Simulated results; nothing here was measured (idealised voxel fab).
process module | voxel plated lines
cross-section cut | 225 nm wide | cells 5 nm
A cross-section is a grid of square cells, given in bands from the top down. A band is one or more rows of cells.
Each band's line starts with the height of the band's top and of its bottom, in nm. Then come its materials from left to right, each with its width in nm. One material with "throughout" fills the band from edge to edge. "air" is empty space.
Height 0 is the level under which the wafer as received is all one material. The lowest band goes on downwards, as in "0 down".
A width such as "30 to 40" changes by the same amount from each row of cells to the next, from the band's top row to its bottom row.
"no change" after a step means that no cell of the cross-section changed.
closed voids: empty space of 8 cells or more with no open way to the top, each as width x height at its distance from the left edge, in nm
after a step's settings: what the simulator itself notes on the step
overlay nm, on a step with a mask: how far to the right of its planned place the mask lay; to the left if negative
plan
1 op RECEIVE | material Si
2 op CONFORMAL_DEP | material Al2O3 | thk nm 15
3 op DIRECTIONAL_DEP | material TiN | thk nm 5
4 op PATTERN | tone open | mask id LINES | material resist | width nm 30 | pitch nm 55 | thk nm 30 | overlay nm 0
5 op EPI | material Ru | thk nm 5
6 op EPI | material Ru | thk nm 5
7 op STRIP | etch materials resist
8 op DIRECTIONAL_ETCH | etch materials TiN | depth nm 5
9 op CONFORMAL_DEP | material SiO2 | thk nm 10
first wafer, as planned
as received, after step 1
  0 down: Si throughout
  closed voids: none
after step 2
  15 to 0: Al2O3 throughout
  below 0: unchanged
after step 3
  20 to 15: TiN throughout
  below 15: unchanged
after step 4
  50 to 20: resist 15 | air 30 | resist 25 | air 30 | resist 25 | air 30 | resist 25 | air 30 | resist 15
  below 20: unchanged
after step 5
  50 to 25: resist 15 | air 30 | resist 25 | air 30 | resist 25 | air 30 | resist 25 | air 30 | resist 15
  25 to 20: resist 15 | Ru 30 | resist 25 | Ru 30 | resist 25 | Ru 30 | resist 25 | Ru 30 | resist 15
  below 20: unchanged
after step 6
  50 to 30: resist 15 | air 30 | resist 25 | air 30 | resist 25 | air 30 | resist 25 | air 30 | resist 15
  30 to 20: resist 15 | Ru 30 | resist 25 | Ru 30 | resist 25 | Ru 30 | resist 25 | Ru 30 | resist 15
  below 20: unchanged
after step 7
  30 to 20: air 15 | Ru 30 | air 25 | Ru 30 | air 25 | Ru 30 | air 25 | Ru 30 | air 15
  below 20: unchanged
after step 8
  30 to 20: air 15 | Ru 30 | air 25 | Ru 30 | air 25 | Ru 30 | air 25 | Ru 30 | air 15
  20 to 15: air 15 | TiN 30 | air 25 | TiN 30 | air 25 | TiN 30 | air 25 | TiN 30 | air 15
  below 15: unchanged
after step 9
  40 to 30: air 5 | SiO2 50 | air 5 | SiO2 50 | air 5 | SiO2 50 | air 5 | SiO2 50 | air 5
  30 to 25: air 5 | SiO2 10 | Ru 30 | SiO2 10 | air 5 | SiO2 10 | Ru 30 | SiO2 10 | air 5 | SiO2 10 | Ru 30 | SiO2 10 | air 5 | SiO2 10 | Ru 30 | SiO2 10 | air 5
  25 to 20: SiO2 15 | Ru 30 | SiO2 25 | Ru 30 | SiO2 25 | Ru 30 | SiO2 25 | Ru 30 | SiO2 15
  20 to 15: SiO2 15 | TiN 30 | SiO2 25 | TiN 30 | SiO2 25 | TiN 30 | SiO2 25 | TiN 30 | SiO2 15
  below 15: unchanged
second wafer: like start, like plan, one mistake. Through step 2 it matches the first wafer
when step 3 should have ended
  20 to 15: SiO2 throughout
  below 15: unchanged
when step 4 should have ended
  50 to 20: resist 15 | air 30 | resist 25 | air 30 | resist 25 | air 30 | resist 25 | air 30 | resist 15
  below 20: unchanged
when step 5 should have ended: no change
when step 6 should have ended: no change
when step 7 should have ended
  20 to 15: SiO2 throughout
  below 15: unchanged
when step 8 should have ended: no change
when step 9 should have ended
  30 to 15: SiO2 throughout
  below 15: unchanged
what went wrong: step 3 ran as: op DIRECTIONAL_DEP | material SiO2 | thk nm 5
at the end the second wafer has, in cells: 48 fewer of Ru | 3 fewer of SiO2 | 24 fewer of TiN
